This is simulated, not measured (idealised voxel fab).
Herein follows the process module entitled voxel air gaps.
Square cells of 5 nm make up the cross-section cut, whose width is 245 nm.
A cross-section is written here as square cells arranged in a grid, and it is given in bands from the top down, each band taking up one or more rows of cells.
Band: top height; bottom height; in nm. Then, left to right: material with width in nm, for each material. "full width": a single material spanning edge to edge. "blank": empty space.
Basically, 0 is our baseline, since under it the wafer straight out of the box is all one material. The bottom band has no lower end and keeps on going down, so it looks like "0 nm and below".
Think of "30 to 40" as a width that walks from the first number to the second as you go down the band, top row to bottom row, taking equal-sized steps from row to row.
Reading "remained unchanged" for a step: not a cell of the cross-section changed in it.
So "Listed closed voids" is basically the list of trapped voids: any empty space of 8 cells or more that can't reach the top through an opening. They're written width x height at distance, the distance being from the left edge, and it's all nm.
Where a step's line continues beyond its settings, the continuation is a remark by the simulator itself on that step.
overlay nm: mask offset rightward from planned place, masked step; negative means leftward offset.

## Set out below are the planned steps of the process
1 RECEIVE [material Si]
2 CONFORMAL_DEP [material SiO2] [thk nm 15]
3 CONFORMAL_DEP [material SiCN] [thk nm 5]
4 DIRECTIONAL_DEP [material lowk] [thk nm 35]
5 PATTERN [tone open] [mask id LINES] [material resist] [width nm 25] [pitch nm 55] [thk nm 20] [overlay nm 0]
6 DIRECTIONAL_ETCH [etch materials lowk] [depth nm 35]
7 STRIP [etch materials resist]
8 CONFORMAL_DEP [material TiN] [thk nm 5]
9 FILL_DEP [material W] [thk nm 5]
10 CMP [height nm 55]
11 EPI [material Ru] [thk nm 10]
12 SELECTIVE_ETCH [etch materials lowk] [depth nm 45]
13 CONFORMAL_DEP [material SiCN] [thk nm 5]

## Received-state cross-section, reflecting completion of step 1
- 0 nm and below | Si full width
- Listed closed voids: none

## Module complete, cross-section. Starting point and plan per above. One mistake made in running the module
- 65 nm to 60 nm | blank=40  SiCN=165  blank=40
- 60 nm to 50 nm | blank=40  SiCN=5  Ru=45  SiCN=10  Ru=45  SiCN=10  Ru=45  SiCN=5  blank=40
- 50 nm to 45 nm | blank=40  SiCN=15  TiN=5  W=15  TiN=5  SiCN=30  TiN=5  W=15  TiN=5  SiCN=30  TiN=5  W=15  TiN=5  SiCN=15  blank=40
- 45 nm to 25 nm | blank=50  SiCN=5  TiN=5  W=15  TiN=5  SiCN=5  blank=20  SiCN=5  TiN=5  W=15  TiN=5  SiCN=5  blank=20  SiCN=5  TiN=5  W=15  TiN=5  SiCN=5  blank=50
- 25 nm to 20 nm | SiCN=55  TiN=25  SiCN=30  TiN=25  SiCN=30  TiN=25  SiCN=55
- 20 nm to 15 nm | SiCN full width
- 15 nm to 0 nm | SiO2 full width
- 0 nm and below | Si full width
- Listed closed voids: 20 x 20 at 85; 20 x 20 at 140
In executing the process, a mistake was made relative to the plan: step 10 was processed under conditions differing from the plan, specifically as CMP [height nm 50]
